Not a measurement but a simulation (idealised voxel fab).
process module | voxel plated lines
cross-section cut | 245 nm wide | cells 5 nm
A cross-section is a grid of square cells, given in bands from the top down. A band is one or more rows of cells.
Each band's line starts with the height of the band's top and of its bottom, in nm. Then come its materials from left to right, each with its width in nm. One material with "throughout" fills the band from edge to edge. "air" is empty space.
Height 0 is the level under which the wafer as received is all one material. The lowest band goes on downwards, as in "0 down".
A width such as "30 to 40" changes by the same amount from each row of cells to the next, from the band's top row to its bottom row.
"no change" after a step means that no cell of the cross-section changed.
closed voids: empty space of 8 cells or more with no open way to the top, each as width x height at its distance from the left edge, in nm
after a step's settings: what the simulator itself notes on the step
overlay nm, on a step with a mask: how far to the right of its planned place the mask lay; to the left if negative
plan
1 op RECEIVE | material Si
2 op CONFORMAL_DEP | material SiO2 | thk nm 10
3 op DIRECTIONAL_DEP | material TiN | thk nm 5
4 op PATTERN | tone open | mask id LINES | material resist | width nm 15 | pitch nm 35 | thk nm 25 | overlay nm 0
5 op EPI | material Ru | thk nm 5
6 op EPI | material Ru | thk nm 10
7 op STRIP | etch materials resist
8 op DIRECTIONAL_ETCH | etch materials TiN | depth nm 5
9 op CONFORMAL_DEP | material SiCN | thk nm 5
as received, after step 1
  0 down: Si throughout
  closed voids: none
first wafer at the end, as planned
  35 to 30: air 90 | SiCN 25 | air 10 | SiCN 25 | air 95
  30 to 15: air 90 | SiCN 5 | Ru 15 | SiCN 5 | air 10 | SiCN 5 | Ru 15 | SiCN 5 | air 95
  15 to 10: SiCN 95 | TiN 15 | SiCN 20 | TiN 15 | SiCN 100
  10 to 0: SiO2 throughout
  0 down: Si throughout
  closed voids: none
second wafer at the end: like start, like plan, one mistake
  35 to 30: air 80 | SiCN 25 | air 10 | SiCN 25 | air 105
  30 to 15: air 80 | SiCN 5 | Ru 15 | SiCN 5 | air 10 | SiCN 5 | Ru 15 | SiCN 5 | air 105
  15 to 10: SiCN 85 | TiN 15 | SiCN 20 | TiN 15 | SiCN 110
  10 to 0: SiO2 throughout
  0 down: Si throughout
  closed voids: none
what went wrong: step 4 ran as: op PATTERN | tone open | mask id LINES | material resist | width nm 15 | pitch nm 35 | thk nm 25 | overlay nm -10
at the end the second wafer has, in cells: as many of each material as the first, in other places
